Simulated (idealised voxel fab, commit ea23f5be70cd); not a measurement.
Process module name: voxel spacer lines
Shown is cross-section cut, with a width of 265 nm and square cells of size 5 nm.
Heads up, the way a cross-section reads in here is a grid of square cells, handed over as bands from the top down, with every band being one or more rows of cells. The band entry comprises the height of the band's top followed by the height of its bottom, expressed in nm, and subsequently the band's materials from left to right, each stated together with its width in nm. Where a single material is marked with the word "throughout", that material fills the band from edge to edge. The word "air" represents empty space. Heights are measured from 0, the level below which the as-received wafer is all one material; the lowest band has no bottom and continues downward, written as in "top 0, no bottom". Quick explanation for "30 to 40": the width changes in equal steps down the rows of cells, from the first number in the band's top row to the second number in its bottom row. Given "stayed the same" for a step, no cell of the cross-section differs between before and after that step. Entry "Sealed internal voids". Content: empty spaces with no open connection to the top, size 8 cells or greater. Each: width x height at distance. Distance: from left edge. Unit: nm. Text after the settings on a step's line: the simulator's own remark on that step. overlay nm: mask right of planned place by this much (step with mask). Neg. = left.
-- List of planned process steps
1. RECEIVE, material Si
2. CONFORMAL_DEP, material Al2O3, thk nm 10
3. DIRECTIONAL_DEP, material SiN, thk nm 10
4. DIRECTIONAL_DEP, material aC, thk nm 30
5. PATTERN, tone cover, mask id MANDREL, material resist, width nm 25, pitch nm 80, thk nm 35, overlay nm 0
6. DIRECTIONAL_ETCH, etch materials aC, depth nm 30
7. STRIP, etch materials resist
8. CONFORMAL_DEP, material SiO2, thk nm 15
9. DIRECTIONAL_ETCH, etch materials SiO2, depth nm 15
10. STRIP, etch materials aC
11. DIRECTIONAL_ETCH, etch materials SiN, depth nm 10
12. STRIP, etch materials SiO2
13. FILL_DEP, material lowk, thk nm 10
14. CMP, height nm 20
-- Cross-section of the incoming wafer, state after step 1
- top 0, no bottom = Si throughout
- Sealed internal voids: none
-- Cross-section, first of two wafers, end of module, run as planned
- top 20, bottom 10 = lowk 25  SiN 15  lowk 25  SiN 15  lowk 25  SiN 15  lowk 25  SiN 15  lowk 25  SiN 15  lowk 25  SiN 15  lowk 25
- top 10, bottom 0 = Al2O3 throughout
- top 0, no bottom = Si throughout
- Sealed internal voids: none
-- Cross-sectional view: second of two wafers, end of module; start and plan identical to the first, one mistake in running
- top 20, bottom 10 = lowk 25  SiN 15  lowk 25  SiN 15  lowk 25  SiN 15  lowk 25  SiN 15  lowk 25  SiN 15  lowk 25  SiN 15  lowk 25
- top 10, bottom 0 = aC throughout
- top 0, no bottom = Si throughout
- Sealed internal voids: none
Here's what went sideways: note that step 2 departed from the planned setting and was carried out as CONFORMAL_DEP, material aC, thk nm 10
at the end the second wafer has, in cells: 106 fewer of Al2O3 | 106 more of aC
